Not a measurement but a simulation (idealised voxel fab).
Process module name: voxel ribs on slabs
Cross-sectional view cut (width: 230 nm; square cell size: 5 nm).
Just so we're on the same page, the cross-sections are grids of square cells, and they're listed out in bands top to bottom, each band one or more rows deep. Heads up on the band format: heights come first, top then bottom, in nm. After that it's the materials left to right, each with its width in nm. A single material flagged "all across" fills the whole band edge to edge, and "empty" means there's empty space there. Note: height 0 marks the level under which the wafer is uniformly one material as received. Lowest band unbounded below, written "z 0 and below". So if you see something like "30..40" for the width, read it as the top row of the band sitting at the first number and the bottom row at the second, with every row in between moving by the same amount as the last. You'll sometimes find "changes: none" written for a step, and that's the way of saying that nowhere in the cross-section did a cell change during that step. Any empty space of 8 cells or more lacking an open way to the top shows up in "Closed internal cavities" as width x height at distance, distance from the left edge, in nm. Past the settings on a step's line: simulator remark, on that step. Regarding "overlay nm": on a step with a mask, it is the distance the mask lay to the right of its planned place; a negative value places it to the left.
-- Planned step list for the process
1. RECEIVE,material Si
2. DIRECTIONAL_DEP,material SiO2,thk nm 20
3. DIRECTIONAL_DEP,material polySi,thk nm 20
4. DIRECTIONAL_DEP,material aC,thk nm 10
5. PATTERN,tone cover,mask id RIB,material resist,width nm 25,thk nm 30,overlay nm 0
6. DIRECTIONAL_ETCH,etch materials aC,depth nm 10
7. STRIP,etch materials resist
8. DIRECTIONAL_ETCH,etch materials polySi,depth nm 5
9. STRIP,etch materials aC
10. MASKED_ETCH,tone cover,mask id SLAB,width nm 65,etch materials polySi,depth nm 15,overlay nm 0
11. FILL_DEP,material SiO2,thk nm 20
12. CMP,height nm 55
13. DIRECTIONAL_DEP,material W,thk nm 5
14. PATTERN,tone cover,mask id HEATER,material resist,width nm 35,thk nm 20,overlay nm 0
15. DIRECTIONAL_ETCH,etch materials W,depth nm 5
16. STRIP,etch materials resist
17. CONFORMAL_DEP,material SiO2,thk nm 5
-- As-received state of the wafer in cross-section, equivalent to post-step 1
  z 0 and below: Si all across
  Closed internal cavities: none
-- Module complete - cross-section of the first of two wafers, run according to plan
  z 65 to 60: empty 90 nm  SiO2 45 nm  empty 95 nm
  z 60 to 55: SiO2 95 nm  W 35 nm  SiO2 100 nm
  z 55 to 40: SiO2 all across
  z 40 to 35: SiO2 100 nm  polySi 25 nm  SiO2 105 nm
  z 35 to 20: SiO2 80 nm  polySi 65 nm  SiO2 85 nm
  z 20 to 0: SiO2 all across
  z 0 and below: Si all across
  Closed internal cavities: none
-- Second wafer cross-section at end of module - shared start and plan with the first, one mistake in the run
  z 65 to 60: empty 90 nm  SiO2 45 nm  empty 95 nm
  z 60 to 55: SiO2 95 nm  W 35 nm  SiO2 100 nm
  z 55 to 40: SiO2 80 nm  polySi 65 nm  SiO2 85 nm
  z 40 to 0: SiO2 all across
  z 0 and below: Si all across
  Closed internal cavities: none
Error vs. plan: regarding the plan, step 2 was run twice
Per the end-of-run cell counts, the second wafer holds more or fewer of some materials than the first: SiO2 +5 | polySi -5
